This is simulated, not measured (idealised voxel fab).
process module | voxel spacer lines
cross-section cut | 235 nm wide | cells 5 nm
A cross-section is a grid of square cells, given in bands from the top down. A band is one or more rows of cells.
Each band's line starts with the height of the band's top and of its bottom, in nm. Then come its materials from left to right, each with its width in nm. One material with "throughout" fills the band from edge to edge. "air" is empty space.
Height 0 is the level under which the wafer as received is all one material. The lowest band goes on downwards, as in "0 down".
A width such as "30 to 40" changes by the same amount from each row of cells to the next, from the band's top row to its bottom row.
"no change" after a step means that no cell of the cross-section changed.
closed voids: empty space of 8 cells or more with no open way to the top, each as width x height at its distance from the left edge, in nm
after a step's settings: what the simulator itself notes on the step
overlay nm, on a step with a mask: how far to the right of its planned place the mask lay; to the left if negative
plan
1 op RECEIVE | material Si
2 op CONFORMAL_DEP | material SiO2 | thk nm 5
3 op DIRECTIONAL_DEP | material TiN | thk nm 20
4 op DIRECTIONAL_DEP | material aC | thk nm 20
5 op PATTERN | tone cover | mask id MANDREL | material resist | width nm 15 | pitch nm 60 | thk nm 25 | overlay nm -15
6 op DIRECTIONAL_ETCH | etch materials aC | depth nm 20
7 op STRIP | etch materials resist
8 op CONFORMAL_DEP | material SiN | thk nm 15
9 op DIRECTIONAL_ETCH | etch materials SiN | depth nm 15
10 op STRIP | etch materials aC
11 op DIRECTIONAL_ETCH | etch materials TiN | depth nm 20
12 op STRIP | etch materials SiN
13 op FILL_DEP | material SiO2 | thk nm 5
14 op CMP | height nm 25
varied across the wafers: overlay nm of step 5. The plan shows the first wafer's value. All wafers start alike
first wafer as received, after step 1
  0 down: Si throughout
  closed voids: none
each wafer at the end: cells of each material gained (+) or lost (-) since it was received, then its closed voids
overlay nm -15 | +187 SiO2 | +48 TiN | closed voids: none
overlay nm -10 | +187 SiO2 | +48 TiN | closed voids: none
overlay nm -5 | +187 SiO2 | +48 TiN | closed voids: none
overlay nm 0 | +187 SiO2 | +48 TiN | closed voids: none
overlay nm 5 | +187 SiO2 | +48 TiN | closed voids: none
overlay nm 10 | +187 SiO2 | +48 TiN | closed voids: none
overlay nm 15 | +187 SiO2 | +48 TiN | closed voids: none
